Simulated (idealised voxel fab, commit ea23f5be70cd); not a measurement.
process module | voxel capacitor over wiring
cross-section cut | 225 nm wide | cells 5 nm
A cross-section is a grid of square cells, given in bands from the top down. A band is one or more rows of cells.
Each band's line starts with the height of the band's top and of its bottom, in nm. Then come its materials from left to right, each with its width in nm. One material with "throughout" fills the band from edge to edge. "air" is empty space.
Height 0 is the level under which the wafer as received is all one material. The lowest band goes on downwards, as in "0 down".
A width such as "30 to 40" changes by the same amount from each row of cells to the next, from the band's top row to its bottom row.
"no change" after a step means that no cell of the cross-section changed.
closed voids: empty space of 8 cells or more with no open way to the top, each as width x height at its distance from the left edge, in nm
after a step's settings: what the simulator itself notes on the step
overlay nm, on a step with a mask: how far to the right of its planned place the mask lay; to the left if negative
plan
1 op RECEIVE | material Si
2 op CONFORMAL_DEP | material SiO2 | thk nm 10
3 op DIRECTIONAL_DEP | material TiN | thk nm 5
4 op DIRECTIONAL_DEP | material W | thk nm 25
5 op DIRECTIONAL_DEP | material aC | thk nm 15
6 op PATTERN | tone cover | mask id METAL_1 | material resist | width nm 20 | pitch nm 90 | thk nm 30 | overlay nm 0
7 op DIRECTIONAL_ETCH | etch materials aC | depth nm 15
8 op STRIP | etch materials resist
9 op DIRECTIONAL_ETCH | etch materials W | depth nm 25
10 op DIRECTIONAL_ETCH | etch materials TiN | depth nm 5
11 op STRIP | etch materials aC
12 op FILL_DEP | material lowk | thk nm 5
13 op CMP | height nm 40
14 op CONFORMAL_DEP | material SiCN | thk nm 5
15 op DIRECTIONAL_DEP | material SiO2 | thk nm 15
16 op DIRECTIONAL_DEP | material aC | thk nm 15
17 op PATTERN | tone open | mask id PLUG_1 | material resist | width nm 15 | thk nm 35 | overlay nm 0
18 op DIRECTIONAL_ETCH | etch materials aC | depth nm 15
19 op STRIP | etch materials resist
20 op DIRECTIONAL_ETCH | etch materials SiO2 | depth nm 15
21 op DIRECTIONAL_ETCH | etch materials SiCN | depth nm 5
22 op STRIP | etch materials aC
23 op EPI | material Ru | thk nm 10
24 op EPI | material Ru | thk nm 10
25 op DIRECTIONAL_DEP | material TiN | thk nm 10
26 op DIRECTIONAL_DEP | material Al2O3 | thk nm 5
27 op DIRECTIONAL_DEP | material TiN | thk nm 5
28 op DIRECTIONAL_DEP | material aC | thk nm 15
29 op PATTERN | tone cover | mask id UPPER_PLATE | material resist | width nm 75 | thk nm 35 | overlay nm 0
30 op DIRECTIONAL_ETCH | etch materials aC | depth nm 15
31 op STRIP | etch materials resist
32 op DIRECTIONAL_ETCH | etch materials TiN | depth nm 5
33 op DIRECTIONAL_ETCH | etch materials Al2O3 | depth nm 5
34 op STRIP | etch materials aC
35 op PATTERN | tone cover | mask id LOWER_PLATE | material resist | width nm 85 | thk nm 15 | overlay nm 0
36 op DIRECTIONAL_ETCH | etch materials TiN | depth nm 10
37 op STRIP | etch materials resist
38 op FILL_DEP | material SiO2 | thk nm 15
39 op CMP | height nm 90
40 op MASKED_ETCH | tone open | mask id PLUG_2 | width nm 15 | etch materials SiO2 | depth nm 10 | overlay nm 0
41 op CONFORMAL_DEP | material TiN | thk nm 5
42 op FILL_DEP | material Ru | thk nm 5
43 op CMP | height nm 90
44 op CONFORMAL_DEP | material SiCN | thk nm 5
as received, after step 1
  0 down: Si throughout
  closed voids: none
a wafer at the end: this start, this plan, one mistake
  95 to 90: SiCN throughout
  90 to 85: SiO2 60 | TiN 75 | SiO2 90
  85 to 80: SiO2 60 | Al2O3 75 | SiO2 90
  80 to 70: Ru throughout
  70 to 60: TiN 60 | Ru 15 | TiN 150
  60 to 50: SiO2 60 | TiN 15 | SiO2 150
  50 to 45: SiO2 60 | Ru 15 | SiO2 150
  45 to 40: SiCN 60 | Ru 15 | SiCN 150
  40 to 15: lowk 55 | W 20 | lowk 70 | W 20 | lowk 60
  15 to 10: lowk 55 | TiN 20 | lowk 70 | TiN 20 | lowk 60
  10 to 0: SiO2 throughout
  0 down: Si throughout
  closed voids: none
what went wrong: steps 24 and 25 were swapped
